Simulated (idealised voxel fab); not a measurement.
The process module that follows is named voxel transistor to metal.
Square cells of 5 nm make up the cross-section cut, whose width is 200 nm.
Cross-section format: a grid of square cells, given as bands from top to bottom; each band is one or more rows of cells.
In this notation a band is specified by the heights of its top and bottom, in that order and in nm, after which its materials appear from left to right, each paired with its width in nm. The word "edge to edge" attached to a single material means that material fills the band from edge to edge; the word "air" stands for empty space.
Where do heights start? At 0: under that level the wafer as delivered is made of one material only. And the lowest band has no floor; it just carries on downward, as in "top 0, no bottom".
Width: "30 to 40" (first number = top row, second number = bottom row, same change from row to row of cells).
You'll sometimes find "left unchanged" written for a step, and that's the way of saying that nowhere in the cross-section did a cell change during that step.
So "Voids, sealed" is basically the list of trapped voids: any empty space of 8 cells or more that can't reach the top through an opening. They're written width x height at distance, the distance being from the left edge, and it's all nm.
Whatever follows a step's settings on its line is a remark the simulator itself makes about that step.
A step line may carry the setting "overlay nm", which, for steps involving a mask, states the distance by which the mask lay to the right of its intended position; negative values denote displacement to the left.
The planned process steps are enumerated hereunder
- 1: RECEIVE, material Si
- 2: CONFORMAL_DEP, material SiO2, thk nm 5
- 3: CONFORMAL_DEP, material SiN, thk nm 15
- 4: PATTERN, tone cover, mask id ACTIVE, material resist, width nm 105, thk nm 15, overlay nm 0
- 5: DIRECTIONAL_ETCH, etch materials SiN, depth nm 15
- 6: DIRECTIONAL_ETCH, etch materials SiO2, depth nm 5
- 7: DIRECTIONAL_ETCH, etch materials Si, depth nm 35
- 8: STRIP, etch materials resist
- 9: OXIDIZE, depth nm 5
- 10: FILL_DEP, material SiO2, thk nm 5
- 11: CMP, height nm 20
- 12: SELECTIVE_ETCH, etch materials SiO2, depth nm 15
- 13: STRIP, etch materials SiN
- 14: SELECTIVE_ETCH, etch materials SiO2, depth nm 5
- 15: OXIDIZE, depth nm 5
- 16: DIRECTIONAL_DEP, material polySi, thk nm 30
- 17: DIRECTIONAL_DEP, material SiCN, thk nm 15
- 18: DIRECTIONAL_DEP, material aC, thk nm 15
- 19: PATTERN, tone cover, mask id GATE, material resist, width nm 15, thk nm 30, overlay nm 0
- 20: DIRECTIONAL_ETCH, etch materials aC, depth nm 15
- 21: STRIP, etch materials resist
- 22: DIRECTIONAL_ETCH, etch materials SiCN, depth nm 25
- 23: DIRECTIONAL_ETCH, etch materials polySi, depth nm 40
- 24: STRIP, etch materials aC
- 25: CONFORMAL_DEP, material SiN, thk nm 10
- 26: DIRECTIONAL_ETCH, etch materials SiN, depth nm 10
- 27: DIRECTIONAL_ETCH, etch materials SiO2, depth nm 5
- 28: DIRECTIONAL_ETCH, etch materials Si, depth nm 10
- 29: EPI, material pSi, thk nm 15
- 30: FILL_DEP, material SiO2, thk nm 5
- 31: CMP, height nm 45
- 32: DIRECTIONAL_DEP, material SiO2, thk nm 10
- 33: MASKED_ETCH, tone open, mask id CONTACT, width nm 20, pitch nm 75, etch materials SiO2, depth nm 55, overlay nm 0
- 34: CONFORMAL_DEP, material TiN, thk nm 5
- 35: FILL_DEP, material Ru, thk nm 10
- 36: CMP, height nm 55
- 37: CONFORMAL_DEP, material SiCN, thk nm 5
- 38: DIRECTIONAL_DEP, material SiO2, thk nm 20
- 39: MASKED_ETCH, tone open, mask id METAL_1, width nm 20, pitch nm 75, etch materials SiO2, depth nm 20, overlay nm 0
- 40: MASKED_ETCH, tone open, mask id METAL_1, width nm 20, pitch nm 75, etch materials SiCN, depth nm 5, overlay nm 0
- 41: CONFORMAL_DEP, material TiN, thk nm 5
- 42: FILL_DEP, material Cu, thk nm 5
- 43: CMP, height nm 80
- 44: CONFORMAL_DEP, material SiCN, thk nm 5
- 45: DIRECTIONAL_DEP, material lowk, thk nm 35
- 46: PATTERN, tone open, mask id METAL_2, material resist, width nm 20, pitch nm 75, thk nm 15, overlay nm 0
- 47: DIRECTIONAL_ETCH, etch materials lowk, depth nm 20
- 48: STRIP, etch materials resist
- 49: MASKED_ETCH, tone open, mask id METAL_2_HOLES, width nm 15, pitch nm 75, etch materials lowk, depth nm 15, overlay nm 0
- 50: MASKED_ETCH, tone open, mask id METAL_2_HOLES, width nm 15, pitch nm 75, etch materials SiCN, depth nm 5, overlay nm 0
- 51: CONFORMAL_DEP, material TiN, thk nm 5
- 52: FILL_DEP, material Ru, thk nm 5
- 53: CMP, height nm 120
- 54: CONFORMAL_DEP, material SiN, thk nm 5
The following pertains to the first of two wafers, which was processed as planned
As received (post step 1): cross-section
    top 0, no bottom  Si edge to edge
    Voids, sealed: none
Wafer xsec, post step 2
    top 5, bottom 0  SiO2 edge to edge
    Below a height of 0, the structure has not been altered.
Wafer xsec, post step 3
    top 20, bottom 5  SiN edge to edge
    Below a height of 5, the structure has not been altered.
Wafer xsec, post step 4
    top 35, bottom 20  45 nm air / 105 nm resist / 50 nm air
    Below a height of 20, the structure has not been altered.
Wafer xsec, post step 5
    top 35, bottom 20  45 nm air / 105 nm resist / 50 nm air
    top 20, bottom 5  45 nm air / 105 nm SiN / 50 nm air
    Below a height of 5, the structure has not been altered.
Wafer xsec, post step 6
    top 35, bottom 20  45 nm air / 105 nm resist / 50 nm air
    top 20, bottom 5  45 nm air / 105 nm SiN / 50 nm air
    top 5, bottom 0  45 nm air / 105 nm SiO2 / 50 nm air
    Below a height of 0, the structure has not been altered.
Wafer xsec, post step 7
    top 35, bottom 20  45 nm air / 105 nm resist / 50 nm air
    top 20, bottom 5  45 nm air / 105 nm SiN / 50 nm air
    top 5, bottom 0  45 nm air / 105 nm SiO2 / 50 nm air
    top 0, bottom -35  45 nm air / 105 nm Si / 50 nm air
    Below a height of -35, the structure has not been altered.
Wafer xsec, post step 8
    top 20, bottom 5  45 nm air / 105 nm SiN / 50 nm air
    Below a height of 5, the structure has not been altered.
Wafer xsec, post step 9
    top 20, bottom 5  45 nm air / 105 nm SiN / 50 nm air
    top 5, bottom 0  45 nm air / 105 nm SiO2 / 50 nm air
    top 0, bottom -35  45 nm air / 5 nm SiO2 / 95 nm Si / 5 nm SiO2 / 50 nm air
    top -35, bottom -40  50 nm SiO2 / 95 nm Si / 55 nm SiO2
    Below a height of -40, the structure has not been altered.
Wafer xsec, post step 10
    top 25, bottom 20  SiO2 edge to edge
    top 20, bottom 5  45 nm SiO2 / 105 nm SiN / 50 nm SiO2
    top 5, bottom 0  SiO2 edge to edge
    top 0, bottom -40  50 nm SiO2 / 95 nm Si / 55 nm SiO2
    Below a height of -40, the structure has not been altered.
Wafer xsec, post step 11
    top 20, bottom 5  45 nm SiO2 / 105 nm SiN / 50 nm SiO2
    Below a height of 5, the structure has not been altered.
Wafer xsec, post step 12
    top 20, bottom 5  45 nm air / 105 nm SiN / 50 nm air
    Below a height of 5, the structure has not been altered.
Wafer xsec, post step 13
    top 5, bottom 0  SiO2 edge to edge
    Below a height of 0, the structure has not been altered.
Wafer xsec, post step 14
    top 0, bottom -40  50 nm SiO2 / 95 nm Si / 55 nm SiO2
    Below a height of -40, the structure has not been altered.
Wafer xsec, post step 15
    top 0, bottom -5  SiO2 edge to edge
    Below a height of -5, the structure has not been altered.
Wafer xsec, post step 16
    top 30, bottom 0  polySi edge to edge
    Below a height of 0, the structure has not been altered.
Wafer xsec, post step 17
    top 45, bottom 30  SiCN edge to edge
    Below a height of 30, the structure has not been altered.
Wafer xsec, post step 18
    top 60, bottom 45  aC edge to edge
    Below a height of 45, the structure has not been altered.
Wafer xsec, post step 19
    top 90, bottom 60  90 nm air / 15 nm resist / 95 nm air
    Below a height of 60, the structure has not been altered.
Wafer xsec, post step 20
    top 75, bottom 60  90 nm air / 15 nm resist / 95 nm air
    top 60, bottom 45  90 nm air / 15 nm aC / 95 nm air
    Below a height of 45, the structure has not been altered.
Wafer xsec, post step 21
    top 60, bottom 45  90 nm air / 15 nm aC / 95 nm air
    Below a height of 45, the structure has not been altered.
Wafer xsec, post step 22
    top 60, bottom 45  90 nm air / 15 nm aC / 95 nm air
    top 45, bottom 30  90 nm air / 15 nm SiCN / 95 nm air
    Below a height of 30, the structure has not been altered.
Wafer xsec, post step 23
    top 60, bottom 45  90 nm air / 15 nm aC / 95 nm air
    top 45, bottom 30  90 nm air / 15 nm SiCN / 95 nm air
    top 30, bottom 0  90 nm air / 15 nm polySi / 95 nm air
    Below a height of 0, the structure has not been altered.
Wafer xsec, post step 24
    top 45, bottom 30  90 nm air / 15 nm SiCN / 95 nm air
    Below a height of 30, the structure has not been altered.
Wafer xsec, post step 25
    top 55, bottom 45  80 nm air / 35 nm SiN / 85 nm air
    top 45, bottom 30  80 nm air / 10 nm SiN / 15 nm SiCN / 10 nm SiN / 85 nm air
    top 30, bottom 10  80 nm air / 10 nm SiN / 15 nm polySi / 10 nm SiN / 85 nm air
    top 10, bottom 0  90 nm SiN / 15 nm polySi / 95 nm SiN
    Below a height of 0, the structure has not been altered.
Wafer xsec, post step 26
    top 45, bottom 30  80 nm air / 10 nm SiN / 15 nm SiCN / 10 nm SiN / 85 nm air
    top 30, bottom 0  80 nm air / 10 nm SiN / 15 nm polySi / 10 nm SiN / 85 nm air
    Below a height of 0, the structure has not been altered.
Wafer xsec, post step 27
    top 45, bottom 30  80 nm air / 10 nm SiN / 15 nm SiCN / 10 nm SiN / 85 nm air
    top 30, bottom 0  80 nm air / 10 nm SiN / 15 nm polySi / 10 nm SiN / 85 nm air
    top 0, bottom -5  80 nm air / 35 nm SiO2 / 85 nm air
    Below a height of -5, the structure has not been altered.
Wafer xsec, post step 28
    top 45, bottom 30  80 nm air / 10 nm SiN / 15 nm SiCN / 10 nm SiN / 85 nm air
    top 30, bottom 0  80 nm air / 10 nm SiN / 15 nm polySi / 10 nm SiN / 85 nm air
    top 0, bottom -5  80 nm air / 35 nm SiO2 / 85 nm air
    top -5, bottom -15  50 nm SiO2 / 30 nm air / 35 nm Si / 30 nm air / 55 nm SiO2
    Below a height of -15, the structure has not been altered.
Wafer xsec, post step 29
    top 45, bottom 30  80 nm air / 10 nm SiN / 15 nm SiCN / 10 nm SiN / 85 nm air
    top 30, bottom 10  80 nm air / 10 nm SiN / 15 nm polySi / 10 nm SiN / 85 nm air
    top 10, bottom 0  65 nm air / 15 nm pSi / 10 nm SiN / 15 nm polySi / 10 nm SiN / 15 nm pSi / 70 nm air
    top 0, bottom -5  45 nm air / 35 nm pSi / 35 nm SiO2 / 35 nm pSi / 50 nm air
    top -5, bottom -15  50 nm SiO2 / 30 nm pSi / 35 nm Si / 30 nm pSi / 55 nm SiO2
    Below a height of -15, the structure has not been altered.
Wafer xsec, post step 30
    top 50, bottom 45  SiO2 edge to edge
    top 45, bottom 30  80 nm SiO2 / 10 nm SiN / 15 nm SiCN / 10 nm SiN / 85 nm SiO2
    top 30, bottom 10  80 nm SiO2 / 10 nm SiN / 15 nm polySi / 10 nm SiN / 85 nm SiO2
    top 10, bottom 0  65 nm SiO2 / 15 nm pSi / 10 nm SiN / 15 nm polySi / 10 nm SiN / 15 nm pSi / 70 nm SiO2
    top 0, bottom -5  45 nm SiO2 / 35 nm pSi / 35 nm SiO2 / 35 nm pSi / 50 nm SiO2
    Below a height of -5, the structure has not been altered.
Wafer xsec, post step 31
    top 45, bottom 30  80 nm SiO2 / 10 nm SiN / 15 nm SiCN / 10 nm SiN / 85 nm SiO2
    Below a height of 30, the structure has not been altered.
Wafer xsec, post step 32
    top 55, bottom 45  SiO2 edge to edge
    Below a height of 45, the structure has not been altered.
Wafer xsec, post step 33
    top 55, bottom 45  50 nm SiO2 / 20 nm air / 55 nm SiO2 / 20 nm air / 55 nm SiO2
    top 45, bottom 30  50 nm SiO2 / 20 nm air / 10 nm SiO2 / 10 nm SiN / 15 nm SiCN / 10 nm SiN / 10 nm SiO2 / 20 nm air / 55 nm SiO2
    top 30, bottom 10  50 nm SiO2 / 20 nm air / 10 nm SiO2 / 10 nm SiN / 15 nm polySi / 10 nm SiN / 10 nm SiO2 / 20 nm air / 55 nm SiO2
    top 10, bottom 0  50 nm SiO2 / 15 nm air / 15 nm pSi / 10 nm SiN / 15 nm polySi / 10 nm SiN / 15 nm pSi / 15 nm air / 55 nm SiO2
    Below a height of 0, the structure has not been altered.
Wafer xsec, post step 34
    top 60, bottom 55  55 nm TiN / 10 nm air / 65 nm TiN / 10 nm air / 60 nm TiN
    top 55, bottom 45  50 nm SiO2 / 5 nm TiN / 10 nm air / 5 nm TiN / 55 nm SiO2 / 5 nm TiN / 10 nm air / 5 nm TiN / 55 nm SiO2
    top 45, bottom 30  50 nm SiO2 / 5 nm TiN / 10 nm air / 5 nm TiN / 10 nm SiO2 / 10 nm SiN / 15 nm SiCN / 10 nm SiN / 10 nm SiO2 / 5 nm TiN / 10 nm air / 5 nm TiN / 55 nm SiO2
    top 30, bottom 15  50 nm SiO2 / 5 nm TiN / 10 nm air / 5 nm TiN / 10 nm SiO2 / 10 nm SiN / 15 nm polySi / 10 nm SiN / 10 nm SiO2 / 5 nm TiN / 10 nm air / 5 nm TiN / 55 nm SiO2
    top 15, bottom 10  50 nm SiO2 / 5 nm TiN / 5 nm air / 10 nm TiN / 10 nm SiO2 / 10 nm SiN / 15 nm polySi / 10 nm SiN / 10 nm SiO2 / 10 nm TiN / 5 nm air / 5 nm TiN / 55 nm SiO2
    top 10, bottom 5  50 nm SiO2 / 5 nm TiN / 5 nm air / 5 nm TiN / 15 nm pSi / 10 nm SiN / 15 nm polySi / 10 nm SiN / 15 nm pSi / 5 nm TiN / 5 nm air / 5 nm TiN / 55 nm SiO2
    top 5, bottom 0  50 nm SiO2 / 15 nm TiN / 15 nm pSi / 10 nm SiN / 15 nm polySi / 10 nm SiN / 15 nm pSi / 15 nm TiN / 55 nm SiO2
    Below a height of 0, the structure has not been altered.
Wafer xsec, post step 35
    top 70, bottom 60  Ru edge to edge
    top 60, bottom 55  55 nm TiN / 10 nm Ru / 65 nm TiN / 10 nm Ru / 60 nm TiN
    top 55, bottom 45  50 nm SiO2 / 5 nm TiN / 10 nm Ru / 5 nm TiN / 55 nm SiO2 / 5 nm TiN / 10 nm Ru / 5 nm TiN / 55 nm SiO2
    top 45, bottom 30  50 nm SiO2 / 5 nm TiN / 10 nm Ru / 5 nm TiN / 10 nm SiO2 / 10 nm SiN / 15 nm SiCN / 10 nm SiN / 10 nm SiO2 / 5 nm TiN / 10 nm Ru / 5 nm TiN / 55 nm SiO2
    top 30, bottom 15  50 nm SiO2 / 5 nm TiN / 10 nm Ru / 5 nm TiN / 10 nm SiO2 / 10 nm SiN / 15 nm polySi / 10 nm SiN / 10 nm SiO2 / 5 nm TiN / 10 nm Ru / 5 nm TiN / 55 nm SiO2
    top 15, bottom 10  50 nm SiO2 / 5 nm TiN / 5 nm Ru / 10 nm TiN / 10 nm SiO2 / 10 nm SiN / 15 nm polySi / 10 nm SiN / 10 nm SiO2 / 10 nm TiN / 5 nm Ru / 5 nm TiN / 55 nm SiO2
    top 10, bottom 5  50 nm SiO2 / 5 nm TiN / 5 nm Ru / 5 nm TiN / 15 nm pSi / 10 nm SiN / 15 nm polySi / 10 nm SiN / 15 nm pSi / 5 nm TiN / 5 nm Ru / 5 nm TiN / 55 nm SiO2
    Below a height of 5, the structure has not been altered.
Wafer xsec, post step 36
    top 55, bottom 45  50 nm SiO2 / 5 nm TiN / 10 nm Ru / 5 nm TiN / 55 nm SiO2 / 5 nm TiN / 10 nm Ru / 5 nm TiN / 55 nm SiO2
    Below a height of 45, the structure has not been altered.
Wafer xsec, post step 37
    top 60, bottom 55  SiCN edge to edge
    Below a height of 55, the structure has not been altered.
Wafer xsec, post step 38
    top 80, bottom 60  SiO2 edge to edge
    Below a height of 60, the structure has not been altered.
Wafer xsec, post step 39
    top 80, bottom 60  50 nm SiO2 / 20 nm air / 55 nm SiO2 / 20 nm air / 55 nm SiO2
    Below a height of 60, the structure has not been altered.
Wafer xsec, post step 40
    top 80, bottom 60  50 nm SiO2 / 20 nm air / 55 nm SiO2 / 20 nm air / 55 nm SiO2
    top 60, bottom 55  50 nm SiCN / 20 nm air / 55 nm SiCN / 20 nm air / 55 nm SiCN
    Below a height of 55, the structure has not been altered.
Wafer xsec, post step 41
    top 85, bottom 80  55 nm TiN / 10 nm air / 65 nm TiN / 10 nm air / 60 nm TiN
    top 80, bottom 60  50 nm SiO2 / 5 nm TiN / 10 nm air / 5 nm TiN / 55 nm SiO2 / 5 nm TiN / 10 nm air / 5 nm TiN / 55 nm SiO2
    top 60, bottom 55  50 nm SiCN / 20 nm TiN / 55 nm SiCN / 20 nm TiN / 55 nm SiCN
    Below a height of 55, the structure has not been altered.
Wafer xsec, post step 42
    top 90, bottom 85  Cu edge to edge
    top 85, bottom 80  55 nm TiN / 10 nm Cu / 65 nm TiN / 10 nm Cu / 60 nm TiN
    top 80, bottom 60  50 nm SiO2 / 5 nm TiN / 10 nm Cu / 5 nm TiN / 55 nm SiO2 / 5 nm TiN / 10 nm Cu / 5 nm TiN / 55 nm SiO2
    Below a height of 60, the structure has not been altered.
Wafer xsec, post step 43
    top 80, bottom 60  50 nm SiO2 / 5 nm TiN / 10 nm Cu / 5 nm TiN / 55 nm SiO2 / 5 nm TiN / 10 nm Cu / 5 nm TiN / 55 nm SiO2
    Below a height of 60, the structure has not been altered.
Wafer xsec, post step 44
    top 85, bottom 80  SiCN edge to edge
    Below a height of 80, the structure has not been altered.
Wafer xsec, post step 45
    top 120, bottom 85  lowk edge to edge
    Below a height of 85, the structure has not been altered.
Wafer xsec, post step 46
    top 135, bottom 120  50 nm resist / 20 nm air / 55 nm resist / 20 nm air / 55 nm resist
    Below a height of 120, the structure has not been altered.
Wafer xsec, post step 47
    top 135, bottom 120  50 nm resist / 20 nm air / 55 nm resist / 20 nm air / 55 nm resist
    top 120, bottom 100  50 nm lowk / 20 nm air / 55 nm lowk / 20 nm air / 55 nm lowk
    Below a height of 100, the structure has not been altered.
Wafer xsec, post step 48
    top 120, bottom 100  50 nm lowk / 20 nm air / 55 nm lowk / 20 nm air / 55 nm lowk
    Below a height of 100, the structure has not been altered.
Wafer xsec, post step 49
    top 120, bottom 100  50 nm lowk / 20 nm air / 55 nm lowk / 20 nm air / 55 nm lowk
    top 100, bottom 85  50 nm lowk / 15 nm air / 60 nm lowk / 15 nm air / 60 nm lowk
    Below a height of 85, the structure has not been altered.
Wafer xsec, post step 50
    top 120, bottom 100  50 nm lowk / 20 nm air / 55 nm lowk / 20 nm air / 55 nm lowk
    top 100, bottom 85  50 nm lowk / 15 nm air / 60 nm lowk / 15 nm air / 60 nm lowk
    top 85, bottom 80  50 nm SiCN / 15 nm air / 60 nm SiCN / 15 nm air / 60 nm SiCN
    Below a height of 80, the structure has not been altered.
Wafer xsec, post step 51
    top 125, bottom 120  55 nm TiN / 10 nm air / 65 nm TiN / 10 nm air / 60 nm TiN
    top 120, bottom 105  50 nm lowk / 5 nm TiN / 10 nm air / 5 nm TiN / 55 nm lowk / 5 nm TiN / 10 nm air / 5 nm TiN / 55 nm lowk
    top 105, bottom 100  50 nm lowk / 5 nm TiN / 5 nm air / 10 nm TiN / 55 nm lowk / 5 nm TiN / 5 nm air / 10 nm TiN / 55 nm lowk
    top 100, bottom 85  50 nm lowk / 5 nm TiN / 5 nm air / 5 nm TiN / 60 nm lowk / 5 nm TiN / 5 nm air / 5 nm TiN / 60 nm lowk
    top 85, bottom 80  50 nm SiCN / 15 nm TiN / 60 nm SiCN / 15 nm TiN / 60 nm SiCN
    Below a height of 80, the structure has not been altered.
Wafer xsec, post step 52
    top 130, bottom 125  Ru edge to edge
    top 125, bottom 120  55 nm TiN / 10 nm Ru / 65 nm TiN / 10 nm Ru / 60 nm TiN
    top 120, bottom 105  50 nm lowk / 5 nm TiN / 10 nm Ru / 5 nm TiN / 55 nm lowk / 5 nm TiN / 10 nm Ru / 5 nm TiN / 55 nm lowk
    top 105, bottom 100  50 nm lowk / 5 nm TiN / 5 nm Ru / 10 nm TiN / 55 nm lowk / 5 nm TiN / 5 nm Ru / 10 nm TiN / 55 nm lowk
    top 100, bottom 85  50 nm lowk / 5 nm TiN / 5 nm Ru / 5 nm TiN / 60 nm lowk / 5 nm TiN / 5 nm Ru / 5 nm TiN / 60 nm lowk
    Below a height of 85, the structure has not been altered.
Wafer xsec, post step 53
    top 120, bottom 105  50 nm lowk / 5 nm TiN / 10 nm Ru / 5 nm TiN / 55 nm lowk / 5 nm TiN / 10 nm Ru / 5 nm TiN / 55 nm lowk
    Below a height of 105, the structure has not been altered.
Wafer xsec, post step 54
    top 125, bottom 120  SiN edge to edge
    Below a height of 120, the structure has not been altered.
Second wafer, same starting state and plan as the first, one mistake in the run, identical through step 48
Cross-section, second wafer, at the end time the plan gives for step 49
    top 120, bottom 105  45 nm lowk / 25 nm air / 50 nm lowk / 25 nm air / 55 nm lowk
    top 105, bottom 85  50 nm lowk / 20 nm air / 55 nm lowk / 20 nm air / 55 nm lowk
    Below a height of 85, the structure has not been altered.
Cross-section, second wafer, at the end time the plan gives for step 50
    top 120, bottom 105  45 nm lowk / 25 nm air / 50 nm lowk / 25 nm air / 55 nm lowk
    top 105, bottom 85  50 nm lowk / 20 nm air / 55 nm lowk / 20 nm air / 55 nm lowk
    top 85, bottom 80  50 nm SiCN / 15 nm air / 60 nm SiCN / 15 nm air / 60 nm SiCN
    Below a height of 80, the structure has not been altered.
Cross-section, second wafer, at the end time the plan gives for step 51
    top 125, bottom 120  50 nm TiN / 15 nm air / 60 nm TiN / 15 nm air / 60 nm TiN
    top 120, bottom 110  45 nm lowk / 5 nm TiN / 15 nm air / 5 nm TiN / 50 nm lowk / 5 nm TiN / 15 nm air / 5 nm TiN / 55 nm lowk
    top 110, bottom 105  45 nm lowk / 10 nm TiN / 10 nm air / 5 nm TiN / 50 nm lowk / 10 nm TiN / 10 nm air / 5 nm TiN / 55 nm lowk
    top 105, bottom 90  50 nm lowk / 5 nm TiN / 10 nm air / 5 nm TiN / 55 nm lowk / 5 nm TiN / 10 nm air / 5 nm TiN / 55 nm lowk
    top 90, bottom 85  50 nm lowk / 5 nm TiN / 5 nm air / 10 nm TiN / 55 nm lowk / 5 nm TiN / 5 nm air / 10 nm TiN / 55 nm lowk
    top 85, bottom 80  50 nm SiCN / 15 nm TiN / 60 nm SiCN / 15 nm TiN / 60 nm SiCN
    Below a height of 80, the structure has not been altered.
Cross-section, second wafer, at the end time the plan gives for step 52
    top 130, bottom 125  Ru edge to edge
    top 125, bottom 120  50 nm TiN / 15 nm Ru / 60 nm TiN / 15 nm Ru / 60 nm TiN
    top 120, bottom 110  45 nm lowk / 5 nm TiN / 15 nm Ru / 5 nm TiN / 50 nm lowk / 5 nm TiN / 15 nm Ru / 5 nm TiN / 55 nm lowk
    top 110, bottom 105  45 nm lowk / 10 nm TiN / 10 nm Ru / 5 nm TiN / 50 nm lowk / 10 nm TiN / 10 nm Ru / 5 nm TiN / 55 nm lowk
    top 105, bottom 90  50 nm lowk / 5 nm TiN / 10 nm Ru / 5 nm TiN / 55 nm lowk / 5 nm TiN / 10 nm Ru / 5 nm TiN / 55 nm lowk
    top 90, bottom 85  50 nm lowk / 5 nm TiN / 5 nm Ru / 10 nm TiN / 55 nm lowk / 5 nm TiN / 5 nm Ru / 10 nm TiN / 55 nm lowk
    Below a height of 85, the structure has not been altered.
Cross-section, second wafer, at the end time the plan gives for step 53
    top 120, bottom 110  45 nm lowk / 5 nm TiN / 15 nm Ru / 5 nm TiN / 50 nm lowk / 5 nm TiN / 15 nm Ru / 5 nm TiN / 55 nm lowk
    Below a height of 110, the structure has not been altered.
Cross-section, second wafer, at the end time the plan gives for step 54
    top 125, bottom 120  SiN edge to edge
    Below a height of 120, the structure has not been altered.
It is concluded that the wafer was processed incorrectly with respect to the plan, in that step 49 went in with a setting other than planned; the actual run was MASKED_ETCH, tone open, mask id METAL_2_HOLES, width nm 25, pitch nm 75, etch materials lowk, depth nm 15, overlay nm 0
Upon completion, the second wafer contains, in terms of cells, a greater or smaller amount of certain materials than the first wafer: 10 more of Ru | 2 more of TiN | 12 fewer of lowk
